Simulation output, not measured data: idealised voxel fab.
Process module heading - voxel gate over fins
The width of the displayed cross-section, cut, is 210 nm; its cells are square, with a size of 5 nm.
The cross-sections in this document take the form of a grid made of square cells. They are written out as bands, in order from top to bottom. Each band consists of one or more rows of cells. A band entry consists of two parts. The first gives the height of the band's top and the height of its bottom, in nm. The rest lists the band's materials from left to right, each with its width in nm. A single material labelled with the word "all across" fills the band from edge to edge, and the word "empty" marks empty space. Heads up on the height convention: 0 is the point under which the incoming wafer is all one material, and the lowest band has no bottom, it just keeps going down, like "top 0, no bottom". A two-number width, for instance "30..40", indicates that the width is equal to the first number in the top row of the band and to the second number in the bottom row, and that it changes by a constant amount per row of cells. "nothing got changed" for a step: no cell of the cross-section changed in that step. This entry, "Voids, fully enclosed", enumerates those empty regions of no fewer than 8 cells that possess no open connection to the top. Each region is reported in the form width x height at distance, the distance being taken from the left edge, with all three quantities expressed in nm. On a step's line, text after the settings is the simulator commenting on that step. "overlay nm" on a masked step: distance the mask lay right of its planned place, negative for left.
-- The following list gives the planned process steps
step 1: RECEIVE (material Si)
step 2: CONFORMAL_DEP (material SiN; thk nm 5)
step 3: DIRECTIONAL_DEP (material aC; thk nm 10)
step 4: PATTERN (tone cover; mask id FINS; material resist; width nm 15; pitch nm 60; thk nm 25; overlay nm 0)
step 5: DIRECTIONAL_ETCH (etch materials aC; depth nm 10)
step 6: STRIP (etch materials resist)
step 7: DIRECTIONAL_ETCH (etch materials SiN; depth nm 5)
step 8: DIRECTIONAL_ETCH (etch materials Si; depth nm 35)
step 9: STRIP (etch materials aC)
step 10: FILL_DEP (material SiO2; thk nm 5)
step 11: CMP (height nm 5)
step 12: DIRECTIONAL_DEP (material aC; thk nm 10)
step 13: PATTERN (tone open; mask id RAIL; material resist; width nm 15; thk nm 25; overlay nm 0)
step 14: DIRECTIONAL_ETCH (etch materials aC; depth nm 10)
step 15: STRIP (etch materials resist)
step 16: DIRECTIONAL_ETCH (etch materials SiO2; depth nm 35)
step 17: STRIP (etch materials aC)
step 18: CONFORMAL_DEP (material TiN; thk nm 5)
step 19: FILL_DEP (material Ru; thk nm 5)
step 20: CMP (height nm 5)
step 21: SELECTIVE_ETCH (etch materials W Ru TiN; depth nm 20)
step 22: FILL_DEP (material SiO2; thk nm 5)
step 23: CMP (height nm 5)
step 24: SELECTIVE_ETCH (etch materials SiO2; depth nm 15)
step 25: STRIP (etch materials SiN)
step 26: CONFORMAL_DEP (material HfO2; thk nm 5)
step 27: CONFORMAL_DEP (material TiN; thk nm 5)
step 28: FILL_DEP (material W; thk nm 10)
step 29: CMP (height nm 15)
step 30: CONFORMAL_DEP (material SiN; thk nm 10)
-- First wafer out of two, processed as planned
-- Delivered wafer in cross-section: state after step 1
    top 0, no bottom  Si all across
    Voids, fully enclosed: none
-- The following cross-section depicts the wafer upon completion of step 2
    top 5, bottom 0  SiN all across
    Lower than 0, everything is as it was.
-- The following cross-section depicts the wafer upon completion of step 3
    top 15, bottom 5  aC all across
    Lower than 5, everything is as it was.
-- The following cross-section depicts the wafer upon completion of step 4
    top 40, bottom 15  65 of empty | 15 of resist | 45 of empty | 15 of resist | 70 of empty
    Lower than 15, everything is as it was.
-- The following cross-section depicts the wafer upon completion of step 5
    top 30, bottom 15  65 of empty | 15 of resist | 45 of empty | 15 of resist | 70 of empty
    top 15, bottom 5  65 of empty | 15 of aC | 45 of empty | 15 of aC | 70 of empty
    Lower than 5, everything is as it was.
-- The following cross-section depicts the wafer upon completion of step 6
    top 15, bottom 5  65 of empty | 15 of aC | 45 of empty | 15 of aC | 70 of empty
    Lower than 5, everything is as it was.
-- The following cross-section depicts the wafer upon completion of step 7
    top 15, bottom 5  65 of empty | 15 of aC | 45 of empty | 15 of aC | 70 of empty
    top 5, bottom 0  65 of empty | 15 of SiN | 45 of empty | 15 of SiN | 70 of empty
    Lower than 0, everything is as it was.
-- The following cross-section depicts the wafer upon completion of step 8
    top 15, bottom 5  65 of empty | 15 of aC | 45 of empty | 15 of aC | 70 of empty
    top 5, bottom 0  65 of empty | 15 of SiN | 45 of empty | 15 of SiN | 70 of empty
    top 0, bottom -35  65 of empty | 15 of Si | 45 of empty | 15 of Si | 70 of empty
    Lower than -35, everything is as it was.
-- The following cross-section depicts the wafer upon completion of step 9
    top 5, bottom 0  65 of empty | 15 of SiN | 45 of empty | 15 of SiN | 70 of empty
    Lower than 0, everything is as it was.
-- The following cross-section depicts the wafer upon completion of step 10
    top 10, bottom 5  SiO2 all across
    top 5, bottom 0  65 of SiO2 | 15 of SiN | 45 of SiO2 | 15 of SiN | 70 of SiO2
    top 0, bottom -35  65 of SiO2 | 15 of Si | 45 of SiO2 | 15 of Si | 70 of SiO2
    Lower than -35, everything is as it was.
-- The following cross-section depicts the wafer upon completion of step 11
    top 5, bottom 0  65 of SiO2 | 15 of SiN | 45 of SiO2 | 15 of SiN | 70 of SiO2
    Lower than 0, everything is as it was.
-- The following cross-section depicts the wafer upon completion of step 12
    top 15, bottom 5  aC all across
    Lower than 5, everything is as it was.
-- The following cross-section depicts the wafer upon completion of step 13
    top 40, bottom 15  95 of resist | 15 of empty | 100 of resist
    Lower than 15, everything is as it was.
-- The following cross-section depicts the wafer upon completion of step 14
    top 30, bottom 15  95 of resist | 15 of empty | 100 of resist
    top 15, bottom 5  95 of aC | 15 of empty | 100 of aC
    Lower than 5, everything is as it was.
-- The following cross-section depicts the wafer upon completion of step 15
    top 15, bottom 5  95 of aC | 15 of empty | 100 of aC
    Lower than 5, everything is as it was.
-- The following cross-section depicts the wafer upon completion of step 16
    top 15, bottom 5  95 of aC | 15 of empty | 100 of aC
    top 5, bottom 0  65 of SiO2 | 15 of SiN | 15 of SiO2 | 15 of empty | 15 of SiO2 | 15 of SiN | 70 of SiO2
    top 0, bottom -30  65 of SiO2 | 15 of Si | 15 of SiO2 | 15 of empty | 15 of SiO2 | 15 of Si | 70 of SiO2
    Lower than -30, everything is as it was.
-- The following cross-section depicts the wafer upon completion of step 17
    top 5, bottom 0  65 of SiO2 | 15 of SiN | 15 of SiO2 | 15 of empty | 15 of SiO2 | 15 of SiN | 70 of SiO2
    Lower than 0, everything is as it was.
-- The following cross-section depicts the wafer upon completion of step 18
    top 10, bottom 5  100 of TiN | 5 of empty | 105 of TiN
    top 5, bottom 0  65 of SiO2 | 15 of SiN | 15 of SiO2 | 5 of TiN | 5 of empty | 5 of TiN | 15 of SiO2 | 15 of SiN | 70 of SiO2
    top 0, bottom -25  65 of SiO2 | 15 of Si | 15 of SiO2 | 5 of TiN | 5 of empty | 5 of TiN | 15 of SiO2 | 15 of Si | 70 of SiO2
    top -25, bottom -30  65 of SiO2 | 15 of Si | 15 of SiO2 | 15 of TiN | 15 of SiO2 | 15 of Si | 70 of SiO2
    Lower than -30, everything is as it was.
-- The following cross-section depicts the wafer upon completion of step 19
    top 15, bottom 10  Ru all across
    top 10, bottom 5  100 of TiN | 5 of Ru | 105 of TiN
    top 5, bottom 0  65 of SiO2 | 15 of SiN | 15 of SiO2 | 5 of TiN | 5 of Ru | 5 of TiN | 15 of SiO2 | 15 of SiN | 70 of SiO2
    top 0, bottom -25  65 of SiO2 | 15 of Si | 15 of SiO2 | 5 of TiN | 5 of Ru | 5 of TiN | 15 of SiO2 | 15 of Si | 70 of SiO2
    Lower than -25, everything is as it was.
-- The following cross-section depicts the wafer upon completion of step 20
    top 5, bottom 0  65 of SiO2 | 15 of SiN | 15 of SiO2 | 5 of TiN | 5 of Ru | 5 of TiN | 15 of SiO2 | 15 of SiN | 70 of SiO2
    Lower than 0, everything is as it was.
-- The following cross-section depicts the wafer upon completion of step 21
    top 5, bottom 0  65 of SiO2 | 15 of SiN | 15 of SiO2 | 15 of empty | 15 of SiO2 | 15 of SiN | 70 of SiO2
    top 0, bottom -15  65 of SiO2 | 15 of Si | 15 of SiO2 | 15 of empty | 15 of SiO2 | 15 of Si | 70 of SiO2
    Lower than -15, everything is as it was.
-- The following cross-section depicts the wafer upon completion of step 22
    top 10, bottom 5  SiO2 all across
    top 5, bottom 0  65 of SiO2 | 15 of SiN | 45 of SiO2 | 15 of SiN | 70 of SiO2
    top 0, bottom -15  65 of SiO2 | 15 of Si | 45 of SiO2 | 15 of Si | 70 of SiO2
    Lower than -15, everything is as it was.
-- The following cross-section depicts the wafer upon completion of step 23
    top 5, bottom 0  65 of SiO2 | 15 of SiN | 45 of SiO2 | 15 of SiN | 70 of SiO2
    Lower than 0, everything is as it was.
-- The following cross-section depicts the wafer upon completion of step 24
    top 5, bottom 0  65 of empty | 15 of SiN | 45 of empty | 15 of SiN | 70 of empty
    top 0, bottom -10  65 of empty | 15 of Si | 45 of empty | 15 of Si | 70 of empty
    Lower than -10, everything is as it was.
-- The following cross-section depicts the wafer upon completion of step 25
    top 0, bottom -10  65 of empty | 15 of Si | 45 of empty | 15 of Si | 70 of empty
    Lower than -10, everything is as it was.
-- The following cross-section depicts the wafer upon completion of step 26
    top 5, bottom 0  60 of empty | 25 of HfO2 | 35 of empty | 25 of HfO2 | 65 of empty
    top 0, bottom -5  60 of empty | 5 of HfO2 | 15 of Si | 5 of HfO2 | 35 of empty | 5 of HfO2 | 15 of Si | 5 of HfO2 | 65 of empty
    top -5, bottom -10  65 of HfO2 | 15 of Si | 45 of HfO2 | 15 of Si | 70 of HfO2
    Lower than -10, everything is as it was.
-- The following cross-section depicts the wafer upon completion of step 27
    top 10, bottom 5  55 of empty | 35 of TiN | 25 of empty | 35 of TiN | 60 of empty
    top 5, bottom 0  55 of empty | 5 of TiN | 25 of HfO2 | 5 of TiN | 25 of empty | 5 of TiN | 25 of HfO2 | 5 of TiN | 60 of empty
    top 0, bottom -5  60 of TiN | 5 of HfO2 | 15 of Si | 5 of HfO2 | 35 of TiN | 5 of HfO2 | 15 of Si | 5 of HfO2 | 65 of TiN
    Lower than -5, everything is as it was.
-- The following cross-section depicts the wafer upon completion of step 28
    top 20, bottom 10  W all across
    top 10, bottom 5  55 of W | 35 of TiN | 25 of W | 35 of TiN | 60 of W
    top 5, bottom 0  55 of W | 5 of TiN | 25 of HfO2 | 5 of TiN | 25 of W | 5 of TiN | 25 of HfO2 | 5 of TiN | 60 of W
    Lower than 0, everything is as it was.
-- The following cross-section depicts the wafer upon completion of step 29
    top 15, bottom 10  W all across
    Lower than 10, everything is as it was.
-- The following cross-section depicts the wafer upon completion of step 30
    top 25, bottom 15  SiN all across
    Lower than 15, everything is as it was.
-- Okay, second wafer. Nothing different at the start, nothing different in the plan, just one mistake somewhere in the running. As far as step 3, counting that step, it's the first wafer all over again
-- Here is the second wafer in cross-section at the point where step 4 of the plan should have been done
    top 40, bottom 15  65 of resist | 15 of empty | 45 of resist | 15 of empty | 70 of resist
    Lower than 15, everything is as it was.
-- Here is the second wafer in cross-section at the point where step 5 of the plan should have been done
    top 30, bottom 15  65 of resist | 15 of empty | 45 of resist | 15 of empty | 70 of resist
    top 15, bottom 5  65 of aC | 15 of empty | 45 of aC | 15 of empty | 70 of aC
    Lower than 5, everything is as it was.
-- Here is the second wafer in cross-section at the point where step 6 of the plan should have been done
    top 15, bottom 5  65 of aC | 15 of empty | 45 of aC | 15 of empty | 70 of aC
    Lower than 5, everything is as it was.
-- Here is the second wafer in cross-section at the point where step 7 of the plan should have been done
    top 15, bottom 5  65 of aC | 15 of empty | 45 of aC | 15 of empty | 70 of aC
    top 5, bottom 0  65 of SiN | 15 of empty | 45 of SiN | 15 of empty | 70 of SiN
    Lower than 0, everything is as it was.
-- Here is the second wafer in cross-section at the point where step 8 of the plan should have been done
    top 15, bottom 5  65 of aC | 15 of empty | 45 of aC | 15 of empty | 70 of aC
    top 5, bottom 0  65 of SiN | 15 of empty | 45 of SiN | 15 of empty | 70 of SiN
    top 0, bottom -35  65 of Si | 15 of empty | 45 of Si | 15 of empty | 70 of Si
    Lower than -35, everything is as it was.
-- Here is the second wafer in cross-section at the point where step 9 of the plan should have been done
    top 5, bottom 0  65 of SiN | 15 of empty | 45 of SiN | 15 of empty | 70 of SiN
    Lower than 0, everything is as it was.
-- Here is the second wafer in cross-section at the point where step 10 of the plan should have been done
    top 10, bottom 5  SiO2 all across
    top 5, bottom 0  65 of SiN | 15 of SiO2 | 45 of SiN | 15 of SiO2 | 70 of SiN
    top 0, bottom -35  65 of Si | 15 of SiO2 | 45 of Si | 15 of SiO2 | 70 of Si
    Lower than -35, everything is as it was.
-- Here is the second wafer in cross-section at the point where step 11 of the plan should have been done
    top 5, bottom 0  65 of SiN | 15 of SiO2 | 45 of SiN | 15 of SiO2 | 70 of SiN
    Lower than 0, everything is as it was.
-- Here is the second wafer in cross-section at the point where step 12 of the plan should have been done
    top 15, bottom 5  aC all across
    Lower than 5, everything is as it was.
-- Here is the second wafer in cross-section at the point where step 13 of the plan should have been done
    top 40, bottom 15  95 of resist | 15 of empty | 100 of resist
    Lower than 15, everything is as it was.
-- Here is the second wafer in cross-section at the point where step 14 of the plan should have been done
    top 30, bottom 15  95 of resist | 15 of empty | 100 of resist
    top 15, bottom 5  95 of aC | 15 of empty | 100 of aC
    Lower than 5, everything is as it was.
-- Here is the second wafer in cross-section at the point where step 15 of the plan should have been done
    top 15, bottom 5  95 of aC | 15 of empty | 100 of aC
    Lower than 5, everything is as it was.
Here is the second wafer in cross-section at the point where step 16 of the plan should have been done: nothing got changed
-- Here is the second wafer in cross-section at the point where step 17 of the plan should have been done
    top 5, bottom 0  65 of SiN | 15 of SiO2 | 45 of SiN | 15 of SiO2 | 70 of SiN
    Lower than 0, everything is as it was.
-- Here is the second wafer in cross-section at the point where step 18 of the plan should have been done
    top 10, bottom 5  TiN all across
    Lower than 5, everything is as it was.
-- Here is the second wafer in cross-section at the point where step 19 of the plan should have been done
    top 15, bottom 10  Ru all across
    Lower than 10, everything is as it was.
-- Here is the second wafer in cross-section at the point where step 20 of the plan should have been done
    top 5, bottom 0  65 of SiN | 15 of SiO2 | 45 of SiN | 15 of SiO2 | 70 of SiN
    Lower than 0, everything is as it was.
Here is the second wafer in cross-section at the point where step 21 of the plan should have been done: nothing got changed
-- Here is the second wafer in cross-section at the point where step 22 of the plan should have been done
    top 10, bottom 5  SiO2 all across
    Lower than 5, everything is as it was.
-- Here is the second wafer in cross-section at the point where step 23 of the plan should have been done
    top 5, bottom 0  65 of SiN | 15 of SiO2 | 45 of SiN | 15 of SiO2 | 70 of SiN
    Lower than 0, everything is as it was.
-- Here is the second wafer in cross-section at the point where step 24 of the plan should have been done
    top 5, bottom 0  65 of SiN | 15 of empty | 45 of SiN | 15 of empty | 70 of SiN
    top 0, bottom -10  65 of Si | 15 of empty | 45 of Si | 15 of empty | 70 of Si
    Lower than -10, everything is as it was.
-- Here is the second wafer in cross-section at the point where step 25 of the plan should have been done
    top 0, bottom -10  65 of Si | 15 of empty | 45 of Si | 15 of empty | 70 of Si
    Lower than -10, everything is as it was.
-- Here is the second wafer in cross-section at the point where step 26 of the plan should have been done
    top 5, bottom 0  70 of HfO2 | 5 of empty | 55 of HfO2 | 5 of empty | 75 of HfO2
    top 0, bottom -5  65 of Si | 5 of HfO2 | 5 of empty | 5 of HfO2 | 45 of Si | 5 of HfO2 | 5 of empty | 5 of HfO2 | 70 of Si
    top -5, bottom -10  65 of Si | 15 of HfO2 | 45 of Si | 15 of HfO2 | 70 of Si
    Lower than -10, everything is as it was.
-- Here is the second wafer in cross-section at the point where step 27 of the plan should have been done
    top 10, bottom 5  TiN all across
    top 5, bottom 0  70 of HfO2 | 5 of TiN | 55 of HfO2 | 5 of TiN | 75 of HfO2
    top 0, bottom -5  65 of Si | 5 of HfO2 | 5 of TiN | 5 of HfO2 | 45 of Si | 5 of HfO2 | 5 of TiN | 5 of HfO2 | 70 of Si
    Lower than -5, everything is as it was.
-- Here is the second wafer in cross-section at the point where step 28 of the plan should have been done
    top 20, bottom 10  W all across
    Lower than 10, everything is as it was.
-- Here is the second wafer in cross-section at the point where step 29 of the plan should have been done
    top 15, bottom 10  W all across
    Lower than 10, everything is as it was.
-- Here is the second wafer in cross-section at the point where step 30 of the plan should have been done
    top 25, bottom 15  SiN all across
    Lower than 15, everything is as it was.
Where did the run depart from the plan? in deviation from the planned setting, step 4 was conducted as PATTERN (tone open; mask id FINS; material resist; width nm 15; pitch nm 60; thk nm 25; overlay nm 0)
Heads up, by the end the second wafer has more or fewer cells of some materials compared to the first: -2 Ru; +210 Si; -141 SiO2; -11 TiN; -56 W
